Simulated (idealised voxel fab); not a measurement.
process module | voxel ribs on slabs
cross-section cut | 270 nm wide | cells 5 nm
A cross-section is a grid of square cells, given in bands from the top down. A band is one or more rows of cells.
Each band's line starts with the height of the band's top and of its bottom, in nm. Then come its materials from left to right, each with its width in nm. One material with "throughout" fills the band from edge to edge. "air" is empty space.
Height 0 is the level under which the wafer as received is all one material. The lowest band goes on downwards, as in "0 down".
A width such as "30 to 40" changes by the same amount from each row of cells to the next, from the band's top row to its bottom row.
"no change" after a step means that no cell of the cross-section changed.
closed voids: empty space of 8 cells or more with no open way to the top, each as width x height at its distance from the left edge, in nm
after a step's settings: what the simulator itself notes on the step
overlay nm, on a step with a mask: how far to the right of its planned place the mask lay; to the left if negative
plan
1 op RECEIVE | material Si
2 op DIRECTIONAL_DEP | material SiO2 | thk nm 30
3 op DIRECTIONAL_DEP | material polySi | thk nm 25
4 op MASKED_ETCH | tone cover | mask id RIB | width nm 20 | etch materials polySi | depth nm 5 | overlay nm 0
5 op MASKED_ETCH | tone cover | mask id SLAB | width nm 80 | etch materials polySi | depth nm 20 | overlay nm 0
6 op FILL_DEP | material SiO2 | thk nm 30
7 op CMP | height nm 75
8 op DIRECTIONAL_DEP | material W | thk nm 10
9 op PATTERN | tone cover | mask id HEATER | material resist | width nm 30 | thk nm 15 | overlay nm 0
10 op DIRECTIONAL_ETCH | etch materials W | depth nm 10
11 op STRIP | etch materials resist
12 op CONFORMAL_DEP | material SiO2 | thk nm 10
as received, after step 1
  0 down: Si throughout
  closed voids: none
first wafer at the end, as planned
  95 to 85: air 110 | SiO2 50 | air 110
  85 to 75: SiO2 120 | W 30 | SiO2 120
  75 to 55: SiO2 throughout
  55 to 50: SiO2 125 | polySi 20 | SiO2 125
  50 to 30: SiO2 95 | polySi 80 | SiO2 95
  30 to 0: SiO2 throughout
  0 down: Si throughout
  closed voids: none
second wafer at the end: like start, like plan, one mistake
  95 to 85: SiO2 130 | air 10 | SiO2 130
  85 to 75: W 120 | SiO2 30 | W 120
  75 to 55: SiO2 throughout
  55 to 50: SiO2 125 | polySi 20 | SiO2 125
  50 to 30: SiO2 95 | polySi 80 | SiO2 95
  30 to 0: SiO2 throughout
  0 down: Si throughout
  closed voids: none
what went wrong: step 9 ran as: op PATTERN | tone open | mask id HEATER | material resist | width nm 30 | thk nm 15 | overlay nm 0
at the end the second wafer has, in cells: 84 more of W
